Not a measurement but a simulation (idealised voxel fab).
process module | voxel self aligned contacts
cross-section cut | 265 nm wide | cells 5 nm
A cross-section is a grid of square cells, given in bands from the top down. A band is one or more rows of cells.
Each band's line starts with the height of the band's top and of its bottom, in nm. Then come its materials from left to right, each with its width in nm. One material with "throughout" fills the band from edge to edge. "air" is empty space.
Height 0 is the level under which the wafer as received is all one material. The lowest band goes on downwards, as in "0 down".
A width such as "30 to 40" changes by the same amount from each row of cells to the next, from the band's top row to its bottom row.
"no change" after a step means that no cell of the cross-section changed.
closed voids: empty space of 8 cells or more with no open way to the top, each as width x height at its distance from the left edge, in nm
after a step's settings: what the simulator itself notes on the step
overlay nm, on a step with a mask: how far to the right of its planned place the mask lay; to the left if negative
plan
1 op RECEIVE | material Si
2 op CONFORMAL_DEP | material SiO2 | thk nm 5
3 op DIRECTIONAL_DEP | material polySi | thk nm 30
4 op DIRECTIONAL_DEP | material SiN | thk nm 15
5 op DIRECTIONAL_DEP | material aC | thk nm 15
6 op PATTERN | tone cover | mask id GATE | material resist | width nm 25 | pitch nm 50 | thk nm 30 | overlay nm 0
7 op DIRECTIONAL_ETCH | etch materials aC | depth nm 15
8 op STRIP | etch materials resist
9 op DIRECTIONAL_ETCH | etch materials SiN | depth nm 15
10 op DIRECTIONAL_ETCH | etch materials polySi | depth nm 30
11 op STRIP | etch materials aC
12 op CONFORMAL_DEP | material SiN | thk nm 5
13 op DIRECTIONAL_ETCH | etch materials SiN | depth nm 5
14 op FILL_DEP | material SiO2 | thk nm 15
15 op CMP | height nm 55
16 op DIRECTIONAL_DEP | material aC | thk nm 5
17 op PATTERN | tone open | mask id CONTACT | material resist | width nm 35 | thk nm 30 | overlay nm 0
18 op DIRECTIONAL_ETCH | etch materials aC | depth nm 10
19 op STRIP | etch materials resist
20 op DIRECTIONAL_ETCH | etch materials SiO2 | depth nm 55
21 op STRIP | etch materials aC
22 op CONFORMAL_DEP | material TiN | thk nm 5
23 op FILL_DEP | material W | thk nm 5
24 op CMP | height nm 55
25 op CONFORMAL_DEP | material SiN | thk nm 5
varied across the wafers: thk nm of step 16. The plan shows the first wafer's value. All wafers start alike
first wafer as received, after step 1
  0 down: Si throughout
  closed voids: none
each wafer at the end: cells of each material gained (+) or lost (-) since it was received, then its closed voids
thk nm 5 | +119 SiN | +420 SiO2 | +27 TiN | +10 W | +60 polySi | closed voids: none
thk nm 10 | +119 SiN | +420 SiO2 | +27 TiN | +10 W | +60 polySi | closed voids: none
thk nm 15 | +119 SiN | +457 SiO2 | +60 polySi | closed voids: none
thk nm 20 | +119 SiN | +457 SiO2 | +60 polySi | closed voids: none
thk nm 25 | +119 SiN | +457 SiO2 | +60 polySi | closed voids: none
